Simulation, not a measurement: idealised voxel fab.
process module | voxel trench capacitor
cross-section cut | 260 nm wide | cells 5 nm
A cross-section is a grid of square cells, given in bands from the top down. A band is one or more rows of cells.
Each band's line starts with the height of the band's top and of its bottom, in nm. Then come its materials from left to right, each with its width in nm. One material with "throughout" fills the band from edge to edge. "air" is empty space.
Height 0 is the level under which the wafer as received is all one material. The lowest band goes on downwards, as in "0 down".
A width such as "30 to 40" changes by the same amount from each row of cells to the next, from the band's top row to its bottom row.
"no change" after a step means that no cell of the cross-section changed.
closed voids: empty space of 8 cells or more with no open way to the top, each as width x height at its distance from the left edge, in nm
after a step's settings: what the simulator itself notes on the step
overlay nm, on a step with a mask: how far to the right of its planned place the mask lay; to the left if negative
plan
1 op RECEIVE | material Si
2 op CONFORMAL_DEP | material SiN | thk nm 5
3 op DIRECTIONAL_DEP | material aC | thk nm 10
4 op PATTERN | tone open | mask id TRENCH | material resist | width nm 20 | pitch nm 40 | thk nm 30 | overlay nm 0
5 op DIRECTIONAL_ETCH | etch materials aC | depth nm 10
6 op STRIP | etch materials resist
7 op DIRECTIONAL_ETCH | etch materials SiN | depth nm 5
8 op DIRECTIONAL_ETCH | etch materials Si | depth nm 30
9 op STRIP | etch materials aC
10 op CONFORMAL_DEP | material Al2O3 | thk nm 5
11 op FILL_DEP | material polySi | thk nm 10
12 op CMP | height nm 5
as received, after step 1
  0 down: Si throughout
  closed voids: none
first wafer at the end, as planned
  5 to 0: SiN 100 | Al2O3 5 | polySi 10 | Al2O3 5 | SiN 20 | Al2O3 5 | polySi 10 | Al2O3 5 | SiN 100
  0 to -25: Si 100 | Al2O3 5 | polySi 10 | Al2O3 5 | Si 20 | Al2O3 5 | polySi 10 | Al2O3 5 | Si 100
  -25 to -30: Si 100 | Al2O3 20 | Si 20 | Al2O3 20 | Si 100
  -30 down: Si throughout
  closed voids: none
second wafer at the end: like start, like plan, one mistake
  5 to 0: SiN 100 | Al2O3 5 | polySi 15 | Al2O3 5 | SiN 15 | Al2O3 5 | polySi 15 | Al2O3 5 | SiN 95
  0 to -25: Si 100 | Al2O3 5 | polySi 15 | Al2O3 5 | Si 15 | Al2O3 5 | polySi 15 | Al2O3 5 | Si 95
  -25 to -30: Si 100 | Al2O3 25 | Si 15 | Al2O3 25 | Si 95
  -30 down: Si throughout
  closed voids: none
what went wrong: step 4 ran as: op PATTERN | tone open | mask id TRENCH | material resist | width nm 25 | pitch nm 40 | thk nm 30 | overlay nm 0
at the end the second wafer has, in cells: 2 more of Al2O3 | 12 fewer of Si | 2 fewer of SiN | 12 more of polySi
